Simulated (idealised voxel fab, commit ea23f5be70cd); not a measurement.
Presented below is a process module, voxel local oxidation.
FYI the section here is cut, 240 nm wide, cells are 5 nm squares.
Cross-sections here: square-cell grids, written as top-down lists of bands, a band being one or more rows of cells. A band entry consists of two parts. The first gives the height of the band's top and the height of its bottom, in nm. The rest lists the band's materials from left to right, each with its width in nm. A single material labelled with the word "full width" fills the band from edge to edge, and the word "air" marks empty space. Height 0 is the level under which the wafer as received is all one material. The lowest band goes on downwards, as in "0..down". Width: "30->40" (first number = top row, second number = bottom row, same change from row to row of cells). Where a step carries "no modifications", the cross-section came out of it unchanged, cell for cell. This entry, "closed voids", enumerates those empty regions of no fewer than 8 cells that possess no open connection to the top. Each region is reported in the form width x height at distance, the distance being taken from the left edge, with all three quantities expressed in nm. Past the settings on a step's line: simulator remark, on that step. Steps that use a mask can have "overlay nm" on their line. It says how far the mask sat to the right of where it was meant to be. Negative means to the left.
-- Planned step list for the process
1) RECEIVE | material Si
2) CONFORMAL_DEP | material SiO2 | thk nm 5
3) CONFORMAL_DEP | material SiN | thk nm 10
4) DIRECTIONAL_DEP | material aC | thk nm 15
5) PATTERN | tone cover | mask id ACTIVE | material resist | width nm 90 | thk nm 35 | overlay nm 0
6) DIRECTIONAL_ETCH | etch materials aC | depth nm 15
7) STRIP | etch materials resist
8) DIRECTIONAL_ETCH | etch materials SiN | depth nm 10
9) STRIP | etch materials aC
10) SELECTIVE_ETCH | etch materials SiO2 | depth nm 5
11) OXIDIZE | depth nm 15
12) STRIP | etch materials SiN
-- Below: the first of two wafers, run as planned
-- Cross-section of the wafer upon arrival, representing the state reached after step 1
* 0..down | Si full width
* closed voids: none
-- The wafer, seen in cross-section, after step 2
* 5..0 | SiO2 full width
* At heights below 0, the structure remains unaltered.
-- The wafer, seen in cross-section, after step 3
* 15..5 | SiN full width
* At heights below 5, the structure remains unaltered.
-- The wafer, seen in cross-section, after step 4
* 30..15 | aC full width
* At heights below 15, the structure remains unaltered.
-- The wafer, seen in cross-section, after step 5
* 65..30 | air=75  resist=90  air=75
* At heights below 30, the structure remains unaltered.
-- The wafer, seen in cross-section, after step 6
* 50..30 | air=75  resist=90  air=75
* 30..15 | air=75  aC=90  air=75
* At heights below 15, the structure remains unaltered.
-- The wafer, seen in cross-section, after step 7
* 30..15 | air=75  aC=90  air=75
* At heights below 15, the structure remains unaltered.
-- The wafer, seen in cross-section, after step 8
* 30..15 | air=75  aC=90  air=75
* 15..5 | air=75  SiN=90  air=75
* At heights below 5, the structure remains unaltered.
-- The wafer, seen in cross-section, after step 9
* 15..5 | air=75  SiN=90  air=75
* At heights below 5, the structure remains unaltered.
-- The wafer, seen in cross-section, after step 10
* 15..5 | air=75  SiN=90  air=75
* 5..0 | air=80  SiO2=80  air=80
* At heights below 0, the structure remains unaltered.
-- The wafer, seen in cross-section, after step 11
* 15..5 | air=75  SiN=90  air=75
* 5..0 | air=80  SiO2=80  air=80
* 0..-15 | SiO2=95  Si=50  SiO2=95
* At heights below -15, the structure remains unaltered.
-- The wafer, seen in cross-section, after step 12
* 5..0 | air=80  SiO2=80  air=80
* At heights below 0, the structure remains unaltered.
-- Now the other wafer: same start, same recipe, but we messed up one thing when running it. Up to and including step 10 it's the same as the first one
-- Cross-section of the second wafer corresponding to the planned conclusion of step 11
* 15..5 | air=75  SiN=90  air=75
* 5..0 | air=80  SiO2=80  air=80
* 0..-10 | SiO2=90  Si=60  SiO2=90
* At heights below -10, the structure remains unaltered.
-- Cross-section of the second wafer corresponding to the planned conclusion of step 12
* 5..0 | air=80  SiO2=80  air=80
* At heights below 0, the structure remains unaltered.
Diagnosis: step 11 did not use the planned setting and instead ran as OXIDIZE | depth nm 10
Materials where the second wafer ends with more or fewer cells than the first: Si +42; SiO2 -42
